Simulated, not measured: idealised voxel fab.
process module | voxel gate over fins
cross-section cut | 195 nm wide | cells 5 nm
A cross-section is a grid of square cells, given in bands from the top down. A band is one or more rows of cells.
Each band's line starts with the height of the band's top and of its bottom, in nm. Then come its materials from left to right, each with its width in nm. One material with "throughout" fills the band from edge to edge. "air" is empty space.
Height 0 is the level under which the wafer as received is all one material. The lowest band goes on downwards, as in "0 down".
A width such as "30 to 40" changes by the same amount from each row of cells to the next, from the band's top row to its bottom row.
"no change" after a step means that no cell of the cross-section changed.
closed voids: empty space of 8 cells or more with no open way to the top, each as width x height at its distance from the left edge, in nm
after a step's settings: what the simulator itself notes on the step
overlay nm, on a step with a mask: how far to the right of its planned place the mask lay; to the left if negative
Each pair below shows a cross-section before one step and the cross-section after it, down to the lowest band that changed. The line under each pair gives the step between them, with its settings. The pairs can come from different runs of this module on the same starting wafer, so a pair continues from the pair above only where its "before" says so.
before
  0 to -15: air 30 | Si 5 | air 40 | Si 5 | air 40 | Si 5 | air 40 | Si 5 | air 25
  -15 to -35: SiO2 30 | Si 5 | SiO2 40 | Si 5 | SiO2 40 | Si 5 | SiO2 40 | Si 5 | SiO2 25
  -35 down: Si throughout
  closed voids: none
after
  5 to 0: air 25 | HfO2 15 | air 30 | HfO2 15 | air 30 | HfO2 15 | air 30 | HfO2 15 | air 20
  0 to -10: air 25 | HfO2 5 | Si 5 | HfO2 5 | air 30 | HfO2 5 | Si 5 | HfO2 5 | air 30 | HfO2 5 | Si 5 | HfO2 5 | air 30 | HfO2 5 | Si 5 | HfO2 5 | air 20
  -10 to -15: HfO2 30 | Si 5 | HfO2 40 | Si 5 | HfO2 40 | Si 5 | HfO2 40 | Si 5 | HfO2 25
  below -15: unchanged
  closed voids: none
the step between: op CONFORMAL_DEP | material HfO2 | thk nm 5
before: the cross-section after the pair above
after
  10 to 5: air 20 | TiN 25 | air 20 | TiN 25 | air 20 | TiN 25 | air 20 | TiN 25 | air 15
  5 to 0: air 20 | TiN 5 | HfO2 15 | TiN 5 | air 20 | TiN 5 | HfO2 15 | TiN 5 | air 20 | TiN 5 | HfO2 15 | TiN 5 | air 20 | TiN 5 | HfO2 15 | TiN 5 | air 15
  0 to -5: air 20 | TiN 5 | HfO2 5 | Si 5 | HfO2 5 | TiN 5 | air 20 | TiN 5 | HfO2 5 | Si 5 | HfO2 5 | TiN 5 | air 20 | TiN 5 | HfO2 5 | Si 5 | HfO2 5 | TiN 5 | air 20 | TiN 5 | HfO2 5 | Si 5 | HfO2 5 | TiN 5 | air 15
  -5 to -10: TiN 25 | HfO2 5 | Si 5 | HfO2 5 | TiN 30 | HfO2 5 | Si 5 | HfO2 5 | TiN 30 | HfO2 5 | Si 5 | HfO2 5 | TiN 30 | HfO2 5 | Si 5 | HfO2 5 | TiN 20
  below -10: unchanged
  closed voids: none
the step between: op CONFORMAL_DEP | material TiN | thk nm 5
before: the cross-section after the pair above
after
  20 to 10: W throughout
  10 to 5: W 20 | TiN 25 | W 20 | TiN 25 | W 20 | TiN 25 | W 20 | TiN 25 | W 15
  5 to 0: W 20 | TiN 5 | HfO2 15 | TiN 5 | W 20 | TiN 5 | HfO2 15 | TiN 5 | W 20 | TiN 5 | HfO2 15 | TiN 5 | W 20 | TiN 5 | HfO2 15 | TiN 5 | W 15
  0 to -5: W 20 | TiN 5 | HfO2 5 | Si 5 | HfO2 5 | TiN 5 | W 20 | TiN 5 | HfO2 5 | Si 5 | HfO2 5 | TiN 5 | W 20 | TiN 5 | HfO2 5 | Si 5 | HfO2 5 | TiN 5 | W 20 | TiN 5 | HfO2 5 | Si 5 | HfO2 5 | TiN 5 | W 15
  below -5: unchanged
  closed voids: none
the step between: op FILL_DEP | material W | thk nm 10
before: the cross-section after the pair above
after
  15 to 10: W throughout
  below 10: unchanged
  closed voids: none
the step between: op CMP | height nm 15
before: the cross-section after the pair above
after
  25 to 15: SiN throughout
  below 15: unchanged
  closed voids: none
the step between: op CONFORMAL_DEP | material SiN | thk nm 10
before
  10 to 5: air 15 | TiN 25 | air 20 | TiN 25 | air 20 | TiN 25 | air 20 | TiN 25 | air 20
  5 to 0: air 15 | TiN 5 | HfO2 15 | TiN 5 | air 20 | TiN 5 | HfO2 15 | TiN 5 | air 20 | TiN 5 | HfO2 15 | TiN 5 | air 20 | TiN 5 | HfO2 15 | TiN 5 | air 20
  0 to -5: air 15 | TiN 5 | HfO2 5 | Si 5 | HfO2 5 | TiN 5 | air 20 | TiN 5 | HfO2 5 | Si 5 | HfO2 5 | TiN 5 | air 20 | TiN 5 | HfO2 5 | Si 5 | HfO2 5 | TiN 5 | air 20 | TiN 5 | HfO2 5 | Si 5 | HfO2 5 | TiN 5 | air 20
  -5 to -10: TiN 20 | HfO2 5 | Si 5 | HfO2 5 | TiN 30 | HfO2 5 | Si 5 | HfO2 5 | TiN 30 | HfO2 5 | Si 5 | HfO2 5 | TiN 30 | HfO2 5 | Si 5 | HfO2 5 | TiN 25
  -10 to -15: HfO2 25 | Si 5 | HfO2 40 | Si 5 | HfO2 40 | Si 5 | HfO2 40 | Si 5 | HfO2 30
  -15 to -35: SiO2 25 | Si 5 | SiO2 40 | Si 5 | SiO2 40 | Si 5 | SiO2 40 | Si 5 | SiO2 30
  -35 down: Si throughout
  closed voids: none
after
  20 to 10: SiO2 throughout
  10 to 5: SiO2 15 | TiN 25 | SiO2 20 | TiN 25 | SiO2 20 | TiN 25 | SiO2 20 | TiN 25 | SiO2 20
  5 to 0: SiO2 15 | TiN 5 | HfO2 15 | TiN 5 | SiO2 20 | TiN 5 | HfO2 15 | TiN 5 | SiO2 20 | TiN 5 | HfO2 15 | TiN 5 | SiO2 20 | TiN 5 | HfO2 15 | TiN 5 | SiO2 20
  0 to -5: SiO2 15 | TiN 5 | HfO2 5 | Si 5 | HfO2 5 | TiN 5 | SiO2 20 | TiN 5 | HfO2 5 | Si 5 | HfO2 5 | TiN 5 | SiO2 20 | TiN 5 | HfO2 5 | Si 5 | HfO2 5 | TiN 5 | SiO2 20 | TiN 5 | HfO2 5 | Si 5 | HfO2 5 | TiN 5 | SiO2 20
  below -5: unchanged
  closed voids: none
the step between: op FILL_DEP | material SiO2 | thk nm 10
before: the cross-section after the pair above
after
  15 to 10: SiO2 throughout
  below 10: unchanged
  closed voids: none
the step between: op CMP | height nm 15
before: the cross-section after the pair above
after
  25 to 15: SiN throughout
  below 15: unchanged
  closed voids: none
the step between: op CONFORMAL_DEP | material SiN | thk nm 10
before
  5 to 0: SiN throughout
  0 down: Si throughout
  closed voids: none
after
  25 to 5: resist 20 | air 15 | resist 30 | air 15 | resist 30 | air 15 | resist 30 | air 15 | resist 25
  below 5: unchanged
  closed voids: none
the step between: op PATTERN | tone open | mask id FINS | material resist | width nm 15 | pitch nm 45 | thk nm 20 | overlay nm 0
before: the cross-section after the pair above
after
  25 to 5: resist 20 | air 15 | resist 30 | air 15 | resist 30 | air 15 | resist 30 | air 15 | resist 25
  5 to 0: SiN 20 | air 15 | SiN 30 | air 15 | SiN 30 | air 15 | SiN 30 | air 15 | SiN 25
  below 0: unchanged
  closed voids: none
the step between: op DIRECTIONAL_ETCH | etch materials SiN | depth nm 5
before: the cross-section after the pair above
after
  25 to 5: resist 20 | air 15 | resist 30 | air 15 | resist 30 | air 15 | resist 30 | air 15 | resist 25
  5 to 0: SiN 20 | air 15 | SiN 30 | air 15 | SiN 30 | air 15 | SiN 30 | air 15 | SiN 25
  0 to -30: Si 20 | air 15 | Si 30 | air 15 | Si 30 | air 15 | Si 30 | air 15 | Si 25
  below -30: unchanged
  closed voids: none
the step between: op DIRECTIONAL_ETCH | etch materials Si | depth nm 30
before: the cross-section after the pair above
after
  5 to 0: SiN 20 | air 15 | SiN 30 | air 15 | SiN 30 | air 15 | SiN 30 | air 15 | SiN 25
  below 0: unchanged
  closed voids: none
the step between: op STRIP | etch materials resist
before: the cross-section after the pair above
after
  5 to 0: SiN 20 | air 15 | SiN 30 | air 15 | SiN 30 | air 15 | SiN 30 | air 15 | SiN 25
  0 to -30: Si 15 | SiO2 5 | air 15 | SiO2 5 | Si 20 | SiO2 5 | air 15 | SiO2 5 | Si 20 | SiO2 5 | air 15 | SiO2 5 | Si 20 | SiO2 5 | air 15 | SiO2 5 | Si 20
  -30 to -35: Si 15 | SiO2 25 | Si 20 | SiO2 25 | Si 20 | SiO2 25 | Si 20 | SiO2 25 | Si 20
  below -35: unchanged
  closed voids: none
the step between: op OXIDIZE | depth nm 5
before: the cross-section after the pair above
after
  10 to 5: SiO2 throughout
  5 to 0: SiN 20 | SiO2 15 | SiN 30 | SiO2 15 | SiN 30 | SiO2 15 | SiN 30 | SiO2 15 | SiN 25
  0 to -35: Si 15 | SiO2 25 | Si 20 | SiO2 25 | Si 20 | SiO2 25 | Si 20 | SiO2 25 | Si 20
  below -35: unchanged
  closed voids: none
the step between: op FILL_DEP | material SiO2 | thk nm 5
before: the cross-section after the pair above
after
  5 to 0: SiN 20 | SiO2 15 | SiN 30 | SiO2 15 | SiN 30 | SiO2 15 | SiN 30 | SiO2 15 | SiN 25
  below 0: unchanged
  closed voids: none
the step between: op CMP | height nm 5
before: the cross-section after the pair above
after
  5 to 0: SiN 20 | air 15 | SiN 30 | air 15 | SiN 30 | air 15 | SiN 30 | air 15 | SiN 25
  0 to -15: Si 15 | air 25 | Si 20 | air 25 | Si 20 | air 25 | Si 20 | air 25 | Si 20
  below -15: unchanged
  closed voids: none
the step between: op SELECTIVE_ETCH | etch materials SiO2 | depth nm 20
before: the cross-section after the pair above
after
  0 to -15: Si 15 | air 25 | Si 20 | air 25 | Si 20 | air 25 | Si 20 | air 25 | Si 20
  below -15: unchanged
  closed voids: none
the step between: op STRIP | etch materials SiN
before: the cross-section after the pair above
after
  5 to 0: HfO2 20 | air 15 | HfO2 30 | air 15 | HfO2 30 | air 15 | HfO2 30 | air 15 | HfO2 25
  0 to -10: Si 15 | HfO2 5 | air 15 | HfO2 5 | Si 20 | HfO2 5 | air 15 | HfO2 5 | Si 20 | HfO2 5 | air 15 | HfO2 5 | Si 20 | HfO2 5 | air 15 | HfO2 5 | Si 20
  -10 to -15: Si 15 | HfO2 25 | Si 20 | HfO2 25 | Si 20 | HfO2 25 | Si 20 | HfO2 25 | Si 20
  below -15: unchanged
  closed voids: none
the step between: op CONFORMAL_DEP | material HfO2 | thk nm 5
before: the cross-section after the pair above
after
  10 to 5: TiN 25 | air 5 | TiN 40 | air 5 | TiN 40 | air 5 | TiN 40 | air 5 | TiN 30
  5 to 0: HfO2 20 | TiN 5 | air 5 | TiN 5 | HfO2 30 | TiN 5 | air 5 | TiN 5 | HfO2 30 | TiN 5 | air 5 | TiN 5 | HfO2 30 | TiN 5 | air 5 | TiN 5 | HfO2 25
  0 to -5: Si 15 | HfO2 5 | TiN 5 | air 5 | TiN 5 | HfO2 5 | Si 20 | HfO2 5 | TiN 5 | air 5 | TiN 5 | HfO2 5 | Si 20 | HfO2 5 | TiN 5 | air 5 | TiN 5 | HfO2 5 | Si 20 | HfO2 5 | TiN 5 | air 5 | TiN 5 | HfO2 5 | Si 20
  -5 to -10: Si 15 | HfO2 5 | TiN 15 | HfO2 5 | Si 20 | HfO2 5 | TiN 15 | HfO2 5 | Si 20 | HfO2 5 | TiN 15 | HfO2 5 | Si 20 | HfO2 5 | TiN 15 | HfO2 5 | Si 20
  below -10: unchanged
  closed voids: none
the step between: op CONFORMAL_DEP | material TiN | thk nm 5
before: the cross-section after the pair above
after
  20 to 10: W throughout
  10 to 5: TiN 25 | W 5 | TiN 40 | W 5 | TiN 40 | W 5 | TiN 40 | W 5 | TiN 30
  5 to 0: HfO2 20 | TiN 5 | W 5 | TiN 5 | HfO2 30 | TiN 5 | W 5 | TiN 5 | HfO2 30 | TiN 5 | W 5 | TiN 5 | HfO2 30 | TiN 5 | W 5 | TiN 5 | HfO2 25
  0 to -5: Si 15 | HfO2 5 | TiN 5 | W 5 | TiN 5 | HfO2 5 | Si 20 | HfO2 5 | TiN 5 | W 5 | TiN 5 | HfO2 5 | Si 20 | HfO2 5 | TiN 5 | W 5 | TiN 5 | HfO2 5 | Si 20 | HfO2 5 | TiN 5 | W 5 | TiN 5 | HfO2 5 | Si 20
  below -5: unchanged
  closed voids: none
the step between: op FILL_DEP | material W | thk nm 10
before: the cross-section after the pair above
after
  15 to 10: W throughout
  below 10: unchanged
  closed voids: none
the step between: op CMP | height nm 15
before: the cross-section after the pair above
after
  25 to 15: SiN throughout
  below 15: unchanged
  closed voids: none
the step between: op CONFORMAL_DEP | material SiN | thk nm 10
